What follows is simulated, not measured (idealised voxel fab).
Title: Process Module voxel ribs on slabs
Square cell edge 5 nm, section width 255 nm, ID cut.
Reading order for cross-sections: top band down to bottom band. Underlying form: a grid of square cells. Band size: one or more rows of cells.
Heads up on the band format: heights come first, top then bottom, in nm. After that it's the materials left to right, each with its width in nm. A single material flagged "edge to edge" fills the whole band edge to edge, and "blank" means there's empty space there.
Basically, 0 is our baseline, since under it the wafer straight out of the box is all one material. The bottom band has no lower end and keeps on going down, so it looks like "0 -> down".
When a width is written as two numbers, as in "30..40", the first number is the width in the top row of cells of the band and the second is the width in its bottom row, and the width changes by the same amount from each row to the next.
When a step is marked "nothing changed", none of the cells in the cross-section changed during that step.
The entry titled "Closed internal cavities" provides the empty spaces that have no open way to the top, restricted to those of 8 cells or more. Each is presented as width x height at distance, the distance being measured from the left edge, with all three in nm.
after a step's settings: what the simulator itself notes on the step
"overlay nm" answers the question of how far to the right of plan the mask lay on a step that has a mask, and when it is negative the answer is to the left.

plan:
1. RECEIVE with material Si
2. DIRECTIONAL_DEP with material SiO2, thk nm 30
3. DIRECTIONAL_DEP with material polySi, thk nm 15
4. MASKED_ETCH with tone cover, mask id RIB, width nm 20, etch materials polySi, depth nm 10, overlay nm 0
5. DIRECTIONAL_DEP with material aC, thk nm 10
6. PATTERN with tone cover, mask id SLAB, material resist, width nm 80, thk nm 25, overlay nm 0
7. DIRECTIONAL_ETCH with etch materials aC, depth nm 10
8. STRIP with etch materials resist
9. DIRECTIONAL_ETCH with etch materials polySi, depth nm 5
10. STRIP with etch materials aC
11. FILL_DEP with material SiO2, thk nm 20
12. CMP with height nm 60
13. DIRECTIONAL_DEP with material W, thk nm 10
14. DIRECTIONAL_DEP with material aC, thk nm 15
15. PATTERN with tone cover, mask id HEATER, material resist, width nm 30, thk nm 30, overlay nm 0
16. DIRECTIONAL_ETCH with etch materials aC, depth nm 15
17. STRIP with etch materials resist
18. DIRECTIONAL_ETCH with etch materials W, depth nm 10
19. STRIP with etch materials aC
20. CONFORMAL_DEP with material SiO2, thk nm 10

The cross-section here shows the wafer as received, i.e. in its state after step 1:
    0 -> down: Si edge to edge
    Closed internal cavities: none

The cross-section shown corresponds to the wafer at the conclusion of the module. The initial structure and the process plan are those presented above; however, one mistake occurred in executing the plan:
    80 -> 70: blank 100, then SiO2 50, then blank 105
    70 -> 60: SiO2 110, then W 30, then SiO2 115
    60 -> 45: SiO2 edge to edge
    45 -> 35: SiO2 115, then polySi 20, then SiO2 120
    35 -> 30: SiO2 90, then polySi 70, then SiO2 95
    30 -> 0: SiO2 edge to edge
    0 -> down: Si edge to edge
    Closed internal cavities: none
In executing the process, a mistake was made relative to the plan: step 6 deviated from plan and actually ran as PATTERN with tone cover, mask id SLAB, material resist, width nm 70, thk nm 25, overlay nm 0
